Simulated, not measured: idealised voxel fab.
You're looking at the process module voxel tone inversion.
Section cut is 175 nm wide and gridded with 5 nm square cells.
How to read a cross-section here: the picture is a grid of square cells, written as bands going from the top down, and any band can span one or more rows of cells. Heads up on the band format: heights come first, top then bottom, in nm. After that it's the materials left to right, each with its width in nm. A single material flagged "throughout" fills the whole band edge to edge, and "blank" means there's empty space there. Note: height 0 marks the level under which the wafer is uniformly one material as received. Lowest band unbounded below, written "0..down". The width entry "30..40" should be interpreted row by row: the top row of cells in the band takes the first number, the bottom row takes the second number, and the change between adjacent rows is uniform throughout. For the purposes of this document, the phrase "no modification" attached to a step denotes that no cell within the cross-section was modified by that step. Enclosed voids (no open way to top), threshold 8 cells or more, entry "Completely sealed voids", notation width x height at distance, distance from left edge, nm. On a step's line, text after the settings is the simulator commenting on that step. Each step line may optionally specify "overlay nm", which for a step with a mask gives the rightward distance between the mask's planned place and where it lay, a negative value indicating the leftward direction.

Process steps - plan
1) RECEIVE,material Si
2) CONFORMAL_DEP,material SiCN,thk nm 5
3) DIRECTIONAL_DEP,material aC,thk nm 25
4) PATTERN,tone cover,mask id POSTS,material resist,width nm 25,pitch nm 55,thk nm 35,overlay nm 0
5) DIRECTIONAL_ETCH,etch materials aC,depth nm 25
6) STRIP,etch materials resist
7) FILL_DEP,material SiO2,thk nm 5
8) CMP,height nm 30
9) STRIP,etch materials aC

First out of two wafers; run went to plan

Wafer cross-section on receipt, i.e. after step 1
	0..down | Si throughout
	Completely sealed voids: none

After step 2
	5..0 | SiCN throughout
	Anything lower than 0 is untouched.

After step 3
	30..5 | aC throughout
	Anything lower than 5 is untouched.

After step 4
	65..30 | 20 of blank / 25 of resist / 30 of blank / 25 of resist / 30 of blank / 25 of resist / 20 of blank
	Anything lower than 30 is untouched.

After step 5
	40..30 | 20 of blank / 25 of resist / 30 of blank / 25 of resist / 30 of blank / 25 of resist / 20 of blank
	30..5 | 20 of blank / 25 of aC / 30 of blank / 25 of aC / 30 of blank / 25 of aC / 20 of blank
	Anything lower than 5 is untouched.

After step 6
	30..5 | 20 of blank / 25 of aC / 30 of blank / 25 of aC / 30 of blank / 25 of aC / 20 of blank
	Anything lower than 5 is untouched.

After step 7
	35..30 | SiO2 throughout
	30..5 | 20 of SiO2 / 25 of aC / 30 of SiO2 / 25 of aC / 30 of SiO2 / 25 of aC / 20 of SiO2
	Anything lower than 5 is untouched.

After step 8
	30..5 | 20 of SiO2 / 25 of aC / 30 of SiO2 / 25 of aC / 30 of SiO2 / 25 of aC / 20 of SiO2
	Anything lower than 5 is untouched.

After step 9
	30..5 | 20 of SiO2 / 25 of blank / 30 of SiO2 / 25 of blank / 30 of SiO2 / 25 of blank / 20 of SiO2
	Anything lower than 5 is untouched.

The second wafer began exactly as the first did and followed the same plan, but one mistake was made while running it; through step 2 inclusive, the two wafers are identical

When step 3 should have ended
	30..0 | SiCN throughout
	Anything lower than 0 is untouched.

When step 4 should have ended
	65..30 | 20 of blank / 25 of resist / 30 of blank / 25 of resist / 30 of blank / 25 of resist / 20 of blank
	Anything lower than 30 is untouched.

When step 5 should have ended
	40..30 | 20 of blank / 25 of resist / 30 of blank / 25 of resist / 30 of blank / 25 of resist / 20 of blank
	Anything lower than 30 is untouched.

When step 6 should have ended
	30..0 | SiCN throughout
	Anything lower than 0 is untouched.

When step 7 should have ended
	35..30 | SiO2 throughout
	Anything lower than 30 is untouched.

When step 8 should have ended
	30..0 | SiCN throughout
	Anything lower than 0 is untouched.

when step 9 should have ended: no modification
Against the plan, the run slipped here: so step 3 ended up running with a different setting than we planned, it ran as DIRECTIONAL_DEP,material SiCN,thk nm 25
Final comparison by cell count, materials where the second wafer has more or fewer than the first: 175 more of SiCN, 100 fewer of SiO2
